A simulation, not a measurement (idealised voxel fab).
process module | voxel ribs on slabs
cross-section cut | 240 nm wide | cells 5 nm
A cross-section is a grid of square cells, given in bands from the top down. A band is one or more rows of cells.
Each band's line starts with the height of the band's top and of its bottom, in nm. Then come its materials from left to right, each with its width in nm. One material with "throughout" fills the band from edge to edge. "air" is empty space.
Height 0 is the level under which the wafer as received is all one material. The lowest band goes on downwards, as in "0 down".
A width such as "30 to 40" changes by the same amount from each row of cells to the next, from the band's top row to its bottom row.
"no change" after a step means that no cell of the cross-section changed.
closed voids: empty space of 8 cells or more with no open way to the top, each as width x height at its distance from the left edge, in nm
after a step's settings: what the simulator itself notes on the step
overlay nm, on a step with a mask: how far to the right of its planned place the mask lay; to the left if negative
plan
1 op RECEIVE | material Si
2 op DIRECTIONAL_DEP | material SiO2 | thk nm 30
3 op DIRECTIONAL_DEP | material SiN | thk nm 20
4 op MASKED_ETCH | tone cover | mask id RIB | width nm 25 | etch materials SiN | depth nm 5 | overlay nm 0
5 op PATTERN | tone cover | mask id SLAB | material resist | width nm 65 | thk nm 20 | overlay nm 0
6 op DIRECTIONAL_ETCH | etch materials SiN | depth nm 15
7 op STRIP | etch materials resist
8 op FILL_DEP | material SiO2 | thk nm 15
9 op CMP | height nm 60
10 op DIRECTIONAL_DEP | material TiN | thk nm 5
11 op DIRECTIONAL_DEP | material aC | thk nm 10
12 op PATTERN | tone cover | mask id HEATER | material resist | width nm 35 | thk nm 25 | overlay nm 0
13 op DIRECTIONAL_ETCH | etch materials aC | depth nm 10
14 op STRIP | etch materials resist
15 op DIRECTIONAL_ETCH | etch materials TiN | depth nm 5
16 op STRIP | etch materials aC
17 op CONFORMAL_DEP | material SiO2 | thk nm 10
as received, after step 1
  0 down: Si throughout
  closed voids: none
a wafer at the end: this start, this plan, one mistake
  75 to 70: air 90 | SiO2 55 | air 95
  70 to 65: SiO2 throughout
  65 to 60: SiO2 100 | TiN 35 | SiO2 105
  60 to 50: TiN throughout
  50 to 45: TiN 105 | SiN 25 | TiN 110
  45 to 30: TiN 85 | SiN 65 | TiN 90
  30 to 0: SiO2 throughout
  0 down: Si throughout
  closed voids: none
what went wrong: step 8 ran as: op FILL_DEP | material TiN | thk nm 15
